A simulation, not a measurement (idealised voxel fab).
process module | voxel transistor to metal
cross-section cut | 215 nm wide | cells 5 nm
A cross-section is a grid of square cells, given in bands from the top down. A band is one or more rows of cells.
Each band's line starts with the height of the band's top and of its bottom, in nm. Then come its materials from left to right, each with its width in nm. One material with "throughout" fills the band from edge to edge. "air" is empty space.
Height 0 is the level under which the wafer as received is all one material. The lowest band goes on downwards, as in "0 down".
A width such as "30 to 40" changes by the same amount from each row of cells to the next, from the band's top row to its bottom row.
"no change" after a step means that no cell of the cross-section changed.
closed voids: empty space of 8 cells or more with no open way to the top, each as width x height at its distance from the left edge, in nm
after a step's settings: what the simulator itself notes on the step
overlay nm, on a step with a mask: how far to the right of its planned place the mask lay; to the left if negative
plan
1 op RECEIVE | material Si
2 op OXIDIZE | depth nm 5
3 op CONFORMAL_DEP | material SiN | thk nm 15
4 op MASKED_ETCH | tone cover | mask id ACTIVE | width nm 105 | etch materials SiN | depth nm 15 | overlay nm 0
5 op MASKED_ETCH | tone cover | mask id ACTIVE | width nm 105 | etch materials SiO2 | depth nm 5 | overlay nm 0
6 op MASKED_ETCH | tone cover | mask id ACTIVE | width nm 105 | etch materials Si | depth nm 25 | overlay nm 0
7 op OXIDIZE | depth nm 5
8 op FILL_DEP | material SiO2 | thk nm 15
9 op CMP | height nm 15
10 op SELECTIVE_ETCH | etch materials SiO2 | depth nm 10
11 op STRIP | etch materials SiN
12 op SELECTIVE_ETCH | etch materials SiO2 | depth nm 5
13 op OXIDIZE | depth nm 5
14 op DIRECTIONAL_DEP | material polySi | thk nm 25
15 op DIRECTIONAL_DEP | material SiCN | thk nm 10
16 op PATTERN | tone cover | mask id GATE | material resist | width nm 15 | thk nm 15 | overlay nm 0
17 op DIRECTIONAL_ETCH | etch materials SiCN | depth nm 20
18 op DIRECTIONAL_ETCH | etch materials polySi | depth nm 35
19 op STRIP | etch materials resist
20 op CONFORMAL_DEP | material SiO2 | thk nm 5
21 op DIRECTIONAL_ETCH | etch materials SiO2 | depth nm 5
22 op CONFORMAL_DEP | material SiN | thk nm 10
23 op DIRECTIONAL_ETCH | etch materials SiN | depth nm 10
24 op DIRECTIONAL_ETCH | etch materials SiO2 | depth nm 5
25 op DIRECTIONAL_ETCH | etch materials Si | depth nm 5
26 op EPI | material nSi | thk nm 10
27 op FILL_DEP | material SiO2 | thk nm 10
28 op CMP | height nm 30
29 op DIRECTIONAL_DEP | material SiO2 | thk nm 10
30 op MASKED_ETCH | tone open | mask id CONTACT | width nm 20 | pitch nm 75 | etch materials SiO2 | depth nm 40 | overlay nm 0
31 op CONFORMAL_DEP | material TiN | thk nm 5
32 op FILL_DEP | material W | thk nm 10
33 op CMP | height nm 40
34 op DIRECTIONAL_DEP | material TiN | thk nm 5
35 op DIRECTIONAL_DEP | material W | thk nm 15
36 op MASKED_ETCH | tone cover | mask id METAL_1 | width nm 20 | pitch nm 75 | etch materials W | depth nm 15 | overlay nm 0
37 op MASKED_ETCH | tone cover | mask id METAL_1 | width nm 20 | pitch nm 75 | etch materials TiN | depth nm 5 | overlay nm 0
38 op CONFORMAL_DEP | material SiN | thk nm 5
39 op FILL_DEP | material lowk | thk nm 10
40 op CMP | height nm 60
41 op CONFORMAL_DEP | material SiCN | thk nm 5
42 op DIRECTIONAL_DEP | material SiO2 | thk nm 35
43 op PATTERN | tone open | mask id METAL_2_HOLES | material resist | width nm 15 | pitch nm 75 | thk nm 20 | overlay nm 0
44 op DIRECTIONAL_ETCH | etch materials SiO2 | depth nm 35
45 op STRIP | etch materials resist
46 op DIRECTIONAL_DEP | material aC | thk nm 15
47 op PATTERN | tone open | mask id METAL_2 | material resist | width nm 20 | pitch nm 75 | thk nm 30 | overlay nm 0
48 op DIRECTIONAL_ETCH | etch materials aC | depth nm 15
49 op STRIP | etch materials resist
50 op DIRECTIONAL_ETCH | etch materials SiO2 | depth nm 20
51 op DIRECTIONAL_ETCH | etch materials SiCN | depth nm 5
52 op STRIP | etch materials aC
53 op CONFORMAL_DEP | material TiN | thk nm 5
54 op FILL_DEP | material Ru | thk nm 10
55 op CMP | height nm 100
56 op CONFORMAL_DEP | material SiN | thk nm 5
first wafer, as planned
as received, after step 1
  0 down: Si throughout
  closed voids: none
after step 2
  0 to -5: SiO2 throughout
  below -5: unchanged
after step 3
  15 to 0: SiN throughout
  below 0: unchanged
after step 4
  15 to 0: air 55 | SiN 105 | air 55
  below 0: unchanged
after step 5
  15 to 0: air 55 | SiN 105 | air 55
  0 to -5: air 55 | SiO2 105 | air 55
  below -5: unchanged
after step 6
  15 to 0: air 55 | SiN 105 | air 55
  0 to -5: air 55 | SiO2 105 | air 55
  -5 to -30: air 55 | Si 105 | air 55
  below -30: unchanged
after step 7
  15 to 0: air 55 | SiN 105 | air 55
  0 to -5: air 55 | SiO2 105 | air 55
  -5 to -30: air 55 | SiO2 5 | Si 95 | SiO2 5 | air 55
  -30 to -35: SiO2 60 | Si 95 | SiO2 60
  below -35: unchanged
after step 8
  30 to 15: SiO2 throughout
  15 to 0: SiO2 55 | SiN 105 | SiO2 55
  0 to -5: SiO2 throughout
  -5 to -35: SiO2 60 | Si 95 | SiO2 60
  below -35: unchanged
after step 9
  15 to 0: SiO2 55 | SiN 105 | SiO2 55
  below 0: unchanged
after step 10
  15 to 5: air 55 | SiN 105 | air 55
  below 5: unchanged
after step 11
  5 to 0: SiO2 55 | air 105 | SiO2 55
  below 0: unchanged
after step 12
  0 to -5: SiO2 50 | air 115 | SiO2 50
  below -5: unchanged
after step 13
  0 to -5: SiO2 50 | air 115 | SiO2 50
  -5 to -10: SiO2 throughout
  below -10: unchanged
after step 14
  25 to 20: polySi 50 | air 115 | polySi 50
  20 to 0: polySi throughout
  0 to -5: SiO2 50 | polySi 115 | SiO2 50
  below -5: unchanged
after step 15
  35 to 30: SiCN 50 | air 115 | SiCN 50
  30 to 25: SiCN throughout
  25 to 20: polySi 50 | SiCN 115 | polySi 50
  below 20: unchanged
after step 16
  50 to 35: air 100 | resist 15 | air 100
  35 to 30: SiCN 50 | air 50 | resist 15 | air 50 | SiCN 50
  below 30: unchanged
after step 17
  50 to 30: air 100 | resist 15 | air 100
  30 to 25: air 100 | SiCN 15 | air 100
  25 to 20: polySi 50 | air 50 | SiCN 15 | air 50 | polySi 50
  below 20: unchanged
after step 18
  50 to 30: air 100 | resist 15 | air 100
  30 to 20: air 100 | SiCN 15 | air 100
  20 to 0: air 100 | polySi 15 | air 100
  0 to -5: SiO2 50 | air 50 | polySi 15 | air 50 | SiO2 50
  below -5: unchanged
after step 19
  30 to 20: air 100 | SiCN 15 | air 100
  below 20: unchanged
after step 20
  35 to 30: air 95 | SiO2 25 | air 95
  30 to 20: air 95 | SiO2 5 | SiCN 15 | SiO2 5 | air 95
  20 to 5: air 95 | SiO2 5 | polySi 15 | SiO2 5 | air 95
  5 to 0: SiO2 55 | air 40 | SiO2 5 | polySi 15 | SiO2 5 | air 40 | SiO2 55
  0 to -5: SiO2 100 | polySi 15 | SiO2 100
  below -5: unchanged
after step 21
  30 to 20: air 95 | SiO2 5 | SiCN 15 | SiO2 5 | air 95
  20 to 0: air 95 | SiO2 5 | polySi 15 | SiO2 5 | air 95
  0 to -5: SiO2 55 | air 40 | SiO2 5 | polySi 15 | SiO2 5 | air 40 | SiO2 55
  below -5: unchanged
after step 22
  40 to 30: air 85 | SiN 45 | air 85
  30 to 20: air 85 | SiN 10 | SiO2 5 | SiCN 15 | SiO2 5 | SiN 10 | air 85
  20 to 10: air 85 | SiN 10 | SiO2 5 | polySi 15 | SiO2 5 | SiN 10 | air 85
  10 to 5: SiN 65 | air 20 | SiN 10 | SiO2 5 | polySi 15 | SiO2 5 | SiN 10 | air 20 | SiN 65
  5 to 0: SiN 95 | SiO2 5 | polySi 15 | SiO2 5 | SiN 95
  0 to -5: SiO2 55 | SiN 40 | SiO2 5 | polySi 15 | SiO2 5 | SiN 40 | SiO2 55
  below -5: unchanged
after step 23
  30 to 20: air 85 | SiN 10 | SiO2 5 | SiCN 15 | SiO2 5 | SiN 10 | air 85
  20 to 0: air 85 | SiN 10 | SiO2 5 | polySi 15 | SiO2 5 | SiN 10 | air 85
  0 to -5: SiO2 55 | SiN 10 | air 20 | SiN 10 | SiO2 5 | polySi 15 | SiO2 5 | SiN 10 | air 20 | SiN 10 | SiO2 55
  below -5: unchanged
after step 24
  30 to 25: air 85 | SiN 10 | air 5 | SiCN 15 | air 5 | SiN 10 | air 85
  25 to 20: air 85 | SiN 10 | SiO2 5 | SiCN 15 | SiO2 5 | SiN 10 | air 85
  20 to 0: air 85 | SiN 10 | SiO2 5 | polySi 15 | SiO2 5 | SiN 10 | air 85
  0 to -5: air 55 | SiN 10 | air 20 | SiN 10 | SiO2 5 | polySi 15 | SiO2 5 | SiN 10 | air 20 | SiN 10 | air 55
  -5 to -10: SiO2 65 | air 20 | SiO2 45 | air 20 | SiO2 65
  below -10: unchanged
after step 25
  30 to 25: air 85 | SiN 10 | air 5 | SiCN 15 | air 5 | SiN 10 | air 85
  25 to 20: air 85 | SiN 10 | SiO2 5 | SiCN 15 | SiO2 5 | SiN 10 | air 85
  20 to 0: air 85 | SiN 10 | SiO2 5 | polySi 15 | SiO2 5 | SiN 10 | air 85
  0 to -5: air 55 | SiN 10 | air 20 | SiN 10 | SiO2 5 | polySi 15 | SiO2 5 | SiN 10 | air 20 | SiN 10 | air 55
  -5 to -10: SiO2 65 | air 20 | SiO2 45 | air 20 | SiO2 65
  -10 to -15: SiO2 60 | Si 5 | air 20 | Si 45 | air 20 | Si 5 | SiO2 60
  below -15: unchanged
after step 26
  30 to 25: air 85 | SiN 10 | air 5 | SiCN 15 | air 5 | SiN 10 | air 85
  25 to 20: air 85 | SiN 10 | SiO2 5 | SiCN 15 | SiO2 5 | SiN 10 | air 85
  20 to 0: air 85 | SiN 10 | SiO2 5 | polySi 15 | SiO2 5 | SiN 10 | air 85
  0 to -5: air 55 | SiN 10 | nSi 20 | SiN 10 | SiO2 5 | polySi 15 | SiO2 5 | SiN 10 | nSi 20 | SiN 10 | air 55
  -5 to -10: SiO2 65 | nSi 20 | SiO2 45 | nSi 20 | SiO2 65
  -10 to -15: SiO2 60 | Si 5 | nSi 20 | Si 45 | nSi 20 | Si 5 | SiO2 60
  below -15: unchanged
after step 27
  40 to 30: SiO2 throughout
  30 to 20: SiO2 85 | SiN 10 | SiO2 5 | SiCN 15 | SiO2 5 | SiN 10 | SiO2 85
  20 to 0: SiO2 85 | SiN 10 | SiO2 5 | polySi 15 | SiO2 5 | SiN 10 | SiO2 85
  0 to -5: SiO2 55 | SiN 10 | nSi 20 | SiN 10 | SiO2 5 | polySi 15 | SiO2 5 | SiN 10 | nSi 20 | SiN 10 | SiO2 55
  below -5: unchanged
after step 28
  30 to 20: SiO2 85 | SiN 10 | SiO2 5 | SiCN 15 | SiO2 5 | SiN 10 | SiO2 85
  below 20: unchanged
after step 29
  40 to 30: SiO2 throughout
  below 30: unchanged
after step 30
  40 to 30: SiO2 60 | air 20 | SiO2 55 | air 20 | SiO2 60
  30 to 20: SiO2 60 | air 20 | SiO2 5 | SiN 10 | SiO2 5 | SiCN 15 | SiO2 5 | SiN 10 | SiO2 5 | air 20 | SiO2 60
  20 to 0: SiO2 60 | air 20 | SiO2 5 | SiN 10 | SiO2 5 | polySi 15 | SiO2 5 | SiN 10 | SiO2 5 | air 20 | SiO2 60
  below 0: unchanged
after step 31
  45 to 40: TiN 65 | air 10 | TiN 65 | air 10 | TiN 65
  40 to 30: SiO2 60 | TiN 5 | air 10 | TiN 5 | SiO2 55 | TiN 5 | air 10 | TiN 5 | SiO2 60
  30 to 20: SiO2 60 | TiN 5 | air 10 | TiN 5 | SiO2 5 | SiN 10 | SiO2 5 | SiCN 15 | SiO2 5 | SiN 10 | SiO2 5 | TiN 5 | air 10 | TiN 5 | SiO2 60
  20 to 5: SiO2 60 | TiN 5 | air 10 | TiN 5 | SiO2 5 | SiN 10 | SiO2 5 | polySi 15 | SiO2 5 | SiN 10 | SiO2 5 | TiN 5 | air 10 | TiN 5 | SiO2 60
  5 to 0: SiO2 60 | TiN 20 | SiO2 5 | SiN 10 | SiO2 5 | polySi 15 | SiO2 5 | SiN 10 | SiO2 5 | TiN 20 | SiO2 60
  below 0: unchanged
after step 32
  55 to 45: W throughout
  45 to 40: TiN 65 | W 10 | TiN 65 | W 10 | TiN 65
  40 to 30: SiO2 60 | TiN 5 | W 10 | TiN 5 | SiO2 55 | TiN 5 | W 10 | TiN 5 | SiO2 60
  30 to 20: SiO2 60 | TiN 5 | W 10 | TiN 5 | SiO2 5 | SiN 10 | SiO2 5 | SiCN 15 | SiO2 5 | SiN 10 | SiO2 5 | TiN 5 | W 10 | TiN 5 | SiO2 60
  20 to 5: SiO2 60 | TiN 5 | W 10 | TiN 5 | SiO2 5 | SiN 10 | SiO2 5 | polySi 15 | SiO2 5 | SiN 10 | SiO2 5 | TiN 5 | W 10 | TiN 5 | SiO2 60
  below 5: unchanged
after step 33
  40 to 30: SiO2 60 | TiN 5 | W 10 | TiN 5 | SiO2 55 | TiN 5 | W 10 | TiN 5 | SiO2 60
  below 30: unchanged
after step 34
  45 to 40: TiN throughout
  below 40: unchanged
after step 35
  60 to 45: W throughout
  below 45: unchanged
after step 36
  60 to 45: air 60 | W 20 | air 55 | W 20 | air 60
  below 45: unchanged
after step 37
  60 to 45: air 60 | W 20 | air 55 | W 20 | air 60
  45 to 40: air 60 | TiN 20 | air 55 | TiN 20 | air 60
  below 40: unchanged
after step 38
  65 to 60: air 55 | SiN 30 | air 45 | SiN 30 | air 55
  60 to 45: air 55 | SiN 5 | W 20 | SiN 5 | air 45 | SiN 5 | W 20 | SiN 5 | air 55
  45 to 40: SiN 60 | TiN 20 | SiN 55 | TiN 20 | SiN 60
  below 40: unchanged
after step 39
  75 to 65: lowk throughout
  65 to 60: lowk 55 | SiN 30 | lowk 45 | SiN 30 | lowk 55
  60 to 45: lowk 55 | SiN 5 | W 20 | SiN 5 | lowk 45 | SiN 5 | W 20 | SiN 5 | lowk 55
  below 45: unchanged
after step 40
  60 to 45: lowk 55 | SiN 5 | W 20 | SiN 5 | lowk 45 | SiN 5 | W 20 | SiN 5 | lowk 55
  below 45: unchanged
after step 41
  65 to 60: SiCN throughout
  below 60: unchanged
after step 42
  100 to 65: SiO2 throughout
  below 65: unchanged
after step 43
  120 to 100: resist 60 | air 15 | resist 60 | air 15 | resist 65
  below 100: unchanged
after step 44
  120 to 100: resist 60 | air 15 | resist 60 | air 15 | resist 65
  100 to 65: SiO2 60 | air 15 | SiO2 60 | air 15 | SiO2 65
  below 65: unchanged
after step 45
  100 to 65: SiO2 60 | air 15 | SiO2 60 | air 15 | SiO2 65
  below 65: unchanged
after step 46
  115 to 100: aC 60 | air 15 | aC 60 | air 15 | aC 65
  100 to 80: SiO2 60 | air 15 | SiO2 60 | air 15 | SiO2 65
  80 to 65: SiO2 60 | aC 15 | SiO2 60 | aC 15 | SiO2 65
  below 65: unchanged
after step 47
  145 to 115: resist 60 | air 20 | resist 55 | air 20 | resist 60
  below 115: unchanged
after step 48
  130 to 115: resist 60 | air 20 | resist 55 | air 20 | resist 60
  115 to 100: aC 60 | air 20 | aC 55 | air 20 | aC 60
  100 to 65: SiO2 60 | air 15 | SiO2 60 | air 15 | SiO2 65
  below 65: unchanged
after step 49
  115 to 100: aC 60 | air 20 | aC 55 | air 20 | aC 60
  below 100: unchanged
after step 50
  115 to 100: aC 60 | air 20 | aC 55 | air 20 | aC 60
  100 to 80: SiO2 60 | air 20 | SiO2 55 | air 20 | SiO2 60
  below 80: unchanged
after step 51
  115 to 100: aC 60 | air 20 | aC 55 | air 20 | aC 60
  100 to 80: SiO2 60 | air 20 | SiO2 55 | air 20 | SiO2 60
  80 to 65: SiO2 60 | air 15 | SiO2 60 | air 15 | SiO2 65
  65 to 60: SiCN 60 | air 15 | SiCN 60 | air 15 | SiCN 65
  below 60: unchanged
after step 52
  100 to 80: SiO2 60 | air 20 | SiO2 55 | air 20 | SiO2 60
  below 80: unchanged
after step 53
  105 to 100: TiN 65 | air 10 | TiN 65 | air 10 | TiN 65
  100 to 85: SiO2 60 | TiN 5 | air 10 | TiN 5 | SiO2 55 | TiN 5 | air 10 | TiN 5 | SiO2 60
  85 to 80: SiO2 60 | TiN 5 | air 5 | TiN 10 | SiO2 55 | TiN 5 | air 5 | TiN 10 | SiO2 60
  80 to 65: SiO2 60 | TiN 5 | air 5 | TiN 5 | SiO2 60 | TiN 5 | air 5 | TiN 5 | SiO2 65
  65 to 60: SiCN 60 | TiN 15 | SiCN 60 | TiN 15 | SiCN 65
  below 60: unchanged
after step 54
  115 to 105: Ru throughout
  105 to 100: TiN 65 | Ru 10 | TiN 65 | Ru 10 | TiN 65
  100 to 85: SiO2 60 | TiN 5 | Ru 10 | TiN 5 | SiO2 55 | TiN 5 | Ru 10 | TiN 5 | SiO2 60
  85 to 80: SiO2 60 | TiN 5 | Ru 5 | TiN 10 | SiO2 55 | TiN 5 | Ru 5 | TiN 10 | SiO2 60
  80 to 65: SiO2 60 | TiN 5 | Ru 5 | TiN 5 | SiO2 60 | TiN 5 | Ru 5 | TiN 5 | SiO2 65
  below 65: unchanged
after step 55
  100 to 85: SiO2 60 | TiN 5 | Ru 10 | TiN 5 | SiO2 55 | TiN 5 | Ru 10 | TiN 5 | SiO2 60
  below 85: unchanged
after step 56
  105 to 100: SiN throughout
  below 100: unchanged
second wafer: like start, like plan, one mistake. Through step 15 it matches the first wafer
when step 16 should have ended
  50 to 35: air 95 | resist 25 | air 95
  35 to 30: SiCN 50 | air 45 | resist 25 | air 45 | SiCN 50
  below 30: unchanged
when step 17 should have ended
  50 to 30: air 95 | resist 25 | air 95
  30 to 25: air 95 | SiCN 25 | air 95
  25 to 20: polySi 50 | air 45 | SiCN 25 | air 45 | polySi 50
  below 20: unchanged
when step 18 should have ended
  50 to 30: air 95 | resist 25 | air 95
  30 to 20: air 95 | SiCN 25 | air 95
  20 to 0: air 95 | polySi 25 | air 95
  0 to -5: SiO2 50 | air 45 | polySi 25 | air 45 | SiO2 50
  below -5: unchanged
when step 19 should have ended
  30 to 20: air 95 | SiCN 25 | air 95
  below 20: unchanged
when step 20 should have ended
  35 to 30: air 90 | SiO2 35 | air 90
  30 to 20: air 90 | SiO2 5 | SiCN 25 | SiO2 5 | air 90
  20 to 5: air 90 | SiO2 5 | polySi 25 | SiO2 5 | air 90
  5 to 0: SiO2 55 | air 35 | SiO2 5 | polySi 25 | SiO2 5 | air 35 | SiO2 55
  0 to -5: SiO2 95 | polySi 25 | SiO2 95
  below -5: unchanged
when step 21 should have ended
  30 to 20: air 90 | SiO2 5 | SiCN 25 | SiO2 5 | air 90
  20 to 0: air 90 | SiO2 5 | polySi 25 | SiO2 5 | air 90
  0 to -5: SiO2 55 | air 35 | SiO2 5 | polySi 25 | SiO2 5 | air 35 | SiO2 55
  below -5: unchanged
when step 22 should have ended
  40 to 30: air 80 | SiN 55 | air 80
  30 to 20: air 80 | SiN 10 | SiO2 5 | SiCN 25 | SiO2 5 | SiN 10 | air 80
  20 to 10: air 80 | SiN 10 | SiO2 5 | polySi 25 | SiO2 5 | SiN 10 | air 80
  10 to 5: SiN 65 | air 15 | SiN 10 | SiO2 5 | polySi 25 | SiO2 5 | SiN 10 | air 15 | SiN 65
  5 to 0: SiN 90 | SiO2 5 | polySi 25 | SiO2 5 | SiN 90
  0 to -5: SiO2 55 | SiN 35 | SiO2 5 | polySi 25 | SiO2 5 | SiN 35 | SiO2 55
  below -5: unchanged
when step 23 should have ended
  30 to 20: air 80 | SiN 10 | SiO2 5 | SiCN 25 | SiO2 5 | SiN 10 | air 80
  20 to 0: air 80 | SiN 10 | SiO2 5 | polySi 25 | SiO2 5 | SiN 10 | air 80
  0 to -5: SiO2 55 | SiN 10 | air 15 | SiN 10 | SiO2 5 | polySi 25 | SiO2 5 | SiN 10 | air 15 | SiN 10 | SiO2 55
  below -5: unchanged
when step 24 should have ended
  30 to 25: air 80 | SiN 10 | air 5 | SiCN 25 | air 5 | SiN 10 | air 80
  25 to 20: air 80 | SiN 10 | SiO2 5 | SiCN 25 | SiO2 5 | SiN 10 | air 80
  20 to 0: air 80 | SiN 10 | SiO2 5 | polySi 25 | SiO2 5 | SiN 10 | air 80
  0 to -5: air 55 | SiN 10 | air 15 | SiN 10 | SiO2 5 | polySi 25 | SiO2 5 | SiN 10 | air 15 | SiN 10 | air 55
  -5 to -10: SiO2 65 | air 15 | SiO2 55 | air 15 | SiO2 65
  below -10: unchanged
when step 25 should have ended
  30 to 25: air 80 | SiN 10 | air 5 | SiCN 25 | air 5 | SiN 10 | air 80
  25 to 20: air 80 | SiN 10 | SiO2 5 | SiCN 25 | SiO2 5 | SiN 10 | air 80
  20 to 0: air 80 | SiN 10 | SiO2 5 | polySi 25 | SiO2 5 | SiN 10 | air 80
  0 to -5: air 55 | SiN 10 | air 15 | SiN 10 | SiO2 5 | polySi 25 | SiO2 5 | SiN 10 | air 15 | SiN 10 | air 55
  -5 to -10: SiO2 65 | air 15 | SiO2 55 | air 15 | SiO2 65
  -10 to -15: SiO2 60 | Si 5 | air 15 | Si 55 | air 15 | Si 5 | SiO2 60
  below -15: unchanged
when step 26 should have ended
  30 to 25: air 80 | SiN 10 | air 5 | SiCN 25 | air 5 | SiN 10 | air 80
  25 to 20: air 80 | SiN 10 | SiO2 5 | SiCN 25 | SiO2 5 | SiN 10 | air 80
  20 to 0: air 80 | SiN 10 | SiO2 5 | polySi 25 | SiO2 5 | SiN 10 | air 80
  0 to -5: air 55 | SiN 10 | nSi 15 | SiN 10 | SiO2 5 | polySi 25 | SiO2 5 | SiN 10 | nSi 15 | SiN 10 | air 55
  -5 to -10: SiO2 65 | nSi 15 | SiO2 55 | nSi 15 | SiO2 65
  -10 to -15: SiO2 60 | Si 5 | nSi 15 | Si 55 | nSi 15 | Si 5 | SiO2 60
  below -15: unchanged
when step 27 should have ended
  40 to 30: SiO2 throughout
  30 to 20: SiO2 80 | SiN 10 | SiO2 5 | SiCN 25 | SiO2 5 | SiN 10 | SiO2 80
  20 to 0: SiO2 80 | SiN 10 | SiO2 5 | polySi 25 | SiO2 5 | SiN 10 | SiO2 80
  0 to -5: SiO2 55 | SiN 10 | nSi 15 | SiN 10 | SiO2 5 | polySi 25 | SiO2 5 | SiN 10 | nSi 15 | SiN 10 | SiO2 55
  below -5: unchanged
when step 28 should have ended
  30 to 20: SiO2 80 | SiN 10 | SiO2 5 | SiCN 25 | SiO2 5 | SiN 10 | SiO2 80
  below 20: unchanged
when step 29 should have ended
  40 to 30: SiO2 throughout
  below 30: unchanged
when step 30 should have ended
  40 to 30: SiO2 60 | air 20 | SiO2 55 | air 20 | SiO2 60
  30 to 20: SiO2 60 | air 20 | SiN 10 | SiO2 5 | SiCN 25 | SiO2 5 | SiN 10 | air 20 | SiO2 60
  20 to 0: SiO2 60 | air 20 | SiN 10 | SiO2 5 | polySi 25 | SiO2 5 | SiN 10 | air 20 | SiO2 60
  below 0: unchanged
when step 31 should have ended
  45 to 40: TiN 65 | air 10 | TiN 65 | air 10 | TiN 65
  40 to 30: SiO2 60 | TiN 5 | air 10 | TiN 5 | SiO2 55 | TiN 5 | air 10 | TiN 5 | SiO2 60
  30 to 20: SiO2 60 | TiN 5 | air 10 | TiN 5 | SiN 10 | SiO2 5 | SiCN 25 | SiO2 5 | SiN 10 | TiN 5 | air 10 | TiN 5 | SiO2 60
  20 to 5: SiO2 60 | TiN 5 | air 10 | TiN 5 | SiN 10 | SiO2 5 | polySi 25 | SiO2 5 | SiN 10 | TiN 5 | air 10 | TiN 5 | SiO2 60
  5 to 0: SiO2 60 | TiN 20 | SiN 10 | SiO2 5 | polySi 25 | SiO2 5 | SiN 10 | TiN 20 | SiO2 60
  below 0: unchanged
when step 32 should have ended
  55 to 45: W throughout
  45 to 40: TiN 65 | W 10 | TiN 65 | W 10 | TiN 65
  40 to 30: SiO2 60 | TiN 5 | W 10 | TiN 5 | SiO2 55 | TiN 5 | W 10 | TiN 5 | SiO2 60
  30 to 20: SiO2 60 | TiN 5 | W 10 | TiN 5 | SiN 10 | SiO2 5 | SiCN 25 | SiO2 5 | SiN 10 | TiN 5 | W 10 | TiN 5 | SiO2 60
  20 to 5: SiO2 60 | TiN 5 | W 10 | TiN 5 | SiN 10 | SiO2 5 | polySi 25 | SiO2 5 | SiN 10 | TiN 5 | W 10 | TiN 5 | SiO2 60
  below 5: unchanged
when step 33 should have ended
  40 to 30: SiO2 60 | TiN 5 | W 10 | TiN 5 | SiO2 55 | TiN 5 | W 10 | TiN 5 | SiO2 60
  below 30: unchanged
when step 34 should have ended
  45 to 40: TiN throughout
  below 40: unchanged
when step 35 should have ended
  60 to 45: W throughout
  below 45: unchanged
when step 36 should have ended
  60 to 45: air 60 | W 20 | air 55 | W 20 | air 60
  below 45: unchanged
when step 37 should have ended
  60 to 45: air 60 | W 20 | air 55 | W 20 | air 60
  45 to 40: air 60 | TiN 20 | air 55 | TiN 20 | air 60
  below 40: unchanged
when step 38 should have ended
  65 to 60: air 55 | SiN 30 | air 45 | SiN 30 | air 55
  60 to 45: air 55 | SiN 5 | W 20 | SiN 5 | air 45 | SiN 5 | W 20 | SiN 5 | air 55
  45 to 40: SiN 60 | TiN 20 | SiN 55 | TiN 20 | SiN 60
  below 40: unchanged
when step 39 should have ended
  75 to 65: lowk throughout
  65 to 60: lowk 55 | SiN 30 | lowk 45 | SiN 30 | lowk 55
  60 to 45: lowk 55 | SiN 5 | W 20 | SiN 5 | lowk 45 | SiN 5 | W 20 | SiN 5 | lowk 55
  below 45: unchanged
when step 40 should have ended
  60 to 45: lowk 55 | SiN 5 | W 20 | SiN 5 | lowk 45 | SiN 5 | W 20 | SiN 5 | lowk 55
  below 45: unchanged
when step 41 should have ended
  65 to 60: SiCN throughout
  below 60: unchanged
when step 42 should have ended
  100 to 65: SiO2 throughout
  below 65: unchanged
when step 43 should have ended
  120 to 100: resist 60 | air 15 | resist 60 | air 15 | resist 65
  below 100: unchanged
when step 44 should have ended
  120 to 100: resist 60 | air 15 | resist 60 | air 15 | resist 65
  100 to 65: SiO2 60 | air 15 | SiO2 60 | air 15 | SiO2 65
  below 65: unchanged
when step 45 should have ended
  100 to 65: SiO2 60 | air 15 | SiO2 60 | air 15 | SiO2 65
  below 65: unchanged
when step 46 should have ended
  115 to 100: aC 60 | air 15 | aC 60 | air 15 | aC 65
  100 to 80: SiO2 60 | air 15 | SiO2 60 | air 15 | SiO2 65
  80 to 65: SiO2 60 | aC 15 | SiO2 60 | aC 15 | SiO2 65
  below 65: unchanged
when step 47 should have ended
  145 to 115: resist 60 | air 20 | resist 55 | air 20 | resist 60
  below 115: unchanged
when step 48 should have ended
  130 to 115: resist 60 | air 20 | resist 55 | air 20 | resist 60
  115 to 100: aC 60 | air 20 | aC 55 | air 20 | aC 60
  100 to 65: SiO2 60 | air 15 | SiO2 60 | air 15 | SiO2 65
  below 65: unchanged
when step 49 should have ended
  115 to 100: aC 60 | air 20 | aC 55 | air 20 | aC 60
  below 100: unchanged
when step 50 should have ended
  115 to 100: aC 60 | air 20 | aC 55 | air 20 | aC 60
  100 to 80: SiO2 60 | air 20 | SiO2 55 | air 20 | SiO2 60
  below 80: unchanged
when step 51 should have ended
  115 to 100: aC 60 | air 20 | aC 55 | air 20 | aC 60
  100 to 80: SiO2 60 | air 20 | SiO2 55 | air 20 | SiO2 60
  80 to 65: SiO2 60 | air 15 | SiO2 60 | air 15 | SiO2 65
  65 to 60: SiCN 60 | air 15 | SiCN 60 | air 15 | SiCN 65
  below 60: unchanged
when step 52 should have ended
  100 to 80: SiO2 60 | air 20 | SiO2 55 | air 20 | SiO2 60
  below 80: unchanged
when step 53 should have ended
  105 to 100: TiN 65 | air 10 | TiN 65 | air 10 | TiN 65
  100 to 85: SiO2 60 | TiN 5 | air 10 | TiN 5 | SiO2 55 | TiN 5 | air 10 | TiN 5 | SiO2 60
  85 to 80: SiO2 60 | TiN 5 | air 5 | TiN 10 | SiO2 55 | TiN 5 | air 5 | TiN 10 | SiO2 60
  80 to 65: SiO2 60 | TiN 5 | air 5 | TiN 5 | SiO2 60 | TiN 5 | air 5 | TiN 5 | SiO2 65
  65 to 60: SiCN 60 | TiN 15 | SiCN 60 | TiN 15 | SiCN 65
  below 60: unchanged
when step 54 should have ended
  115 to 105: Ru throughout
  105 to 100: TiN 65 | Ru 10 | TiN 65 | Ru 10 | TiN 65
  100 to 85: SiO2 60 | TiN 5 | Ru 10 | TiN 5 | SiO2 55 | TiN 5 | Ru 10 | TiN 5 | SiO2 60
  85 to 80: SiO2 60 | TiN 5 | Ru 5 | TiN 10 | SiO2 55 | TiN 5 | Ru 5 | TiN 10 | SiO2 60
  80 to 65: SiO2 60 | TiN 5 | Ru 5 | TiN 5 | SiO2 60 | TiN 5 | Ru 5 | TiN 5 | SiO2 65
  below 65: unchanged
when step 55 should have ended
  100 to 85: SiO2 60 | TiN 5 | Ru 10 | TiN 5 | SiO2 55 | TiN 5 | Ru 10 | TiN 5 | SiO2 60
  below 85: unchanged
when step 56 should have ended
  105 to 100: SiN throughout
  below 100: unchanged
what went wrong: step 16 ran as: op PATTERN | tone cover | mask id GATE | material resist | width nm 25 | thk nm 15 | overlay nm 0
at the end the second wafer has, in cells: 2 more of Si | 4 more of SiCN | 10 fewer of SiO2 | 6 fewer of nSi | 10 more of polySi
